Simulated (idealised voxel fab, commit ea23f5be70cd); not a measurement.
The following process module bears the name voxel lift off.
Cross-section cut spans 260 nm and uses square cells 5 nm in size.
Cross-section, as written here: a square-cell grid given band by band from the top down, where a band holds one or more rows of cells.
Band entry format. Leading values: height of top, height of bottom, nm. Remainder: materials in left-to-right order, each with its width in nm. Special words: "everywhere" on a single material, which then fills the band edge to edge; "empty", empty space.
Heights are expressed relative to 0, this being the level below which the as-received wafer comprises one material exclusively. The lowest band is unbounded in the downward direction and is denoted as in "0 and below".
Width spec "30..40" -> top row of cells at first value, bottom row at second value, equal per-row change in between.
Key: "nothing different" - step with no changed cell in the cross-section.
If an empty space has no open way to the top and is at least 8 cells in size, "Sealed void list" lists it, written width x height at distance, where distance is measured from the left edge and every value is in nm.
after a step's settings: what the simulator itself notes on the step
What "overlay nm" on a step's line means: if the step has a mask, that mask lay this far to the right of its planned place, or, when the value is negative, to the left.
THE FOLLOWING LIST GIVES THE PLANNED PROCESS STEPS
1. RECEIVE (material Si)
2. CONFORMAL_DEP (material SiN; thk nm 15)
3. PATTERN (tone open; mask id LINES; material resist; width nm 25; pitch nm 50; thk nm 30; overlay nm 0)
4. DIRECTIONAL_DEP (material Ru; thk nm 5)
5. STRIP (etch materials resist)
6. CONFORMAL_DEP (material SiCN; thk nm 5)
What sets these wafers apart? The thk nm at step 4. They all start alike, and the plan carries the first wafer's value.
CROSS-SECTION OF THE FIRST INCOMING WAFER OF SEVERAL, STATE AFTER STEP 1
- 0 and below = Si everywhere
- Sealed void list: none
BASICALLY EACH WAFER GETS A LINE IN THE TABLE, SHOWING IT AT THE END OF THE MODULE: MATERIAL BY MATERIAL, THE CELLS IT GAINED (+) OR LOST (-) SINCE WE GOT IT, THEN ITS CLOSED VOIDS
thk nm 5 | +15 Ru | +58 SiCN | +156 SiN | Sealed void list: none
thk nm 10 | +30 Ru | +64 SiCN | +156 SiN | Sealed void list: none
thk nm 15 | +45 Ru | +70 SiCN | +156 SiN | Sealed void list: none
thk nm 20 | +60 Ru | +76 SiCN | +156 SiN | Sealed void list: none
thk nm 25 | +75 Ru | +82 SiCN | +156 SiN | Sealed void list: none
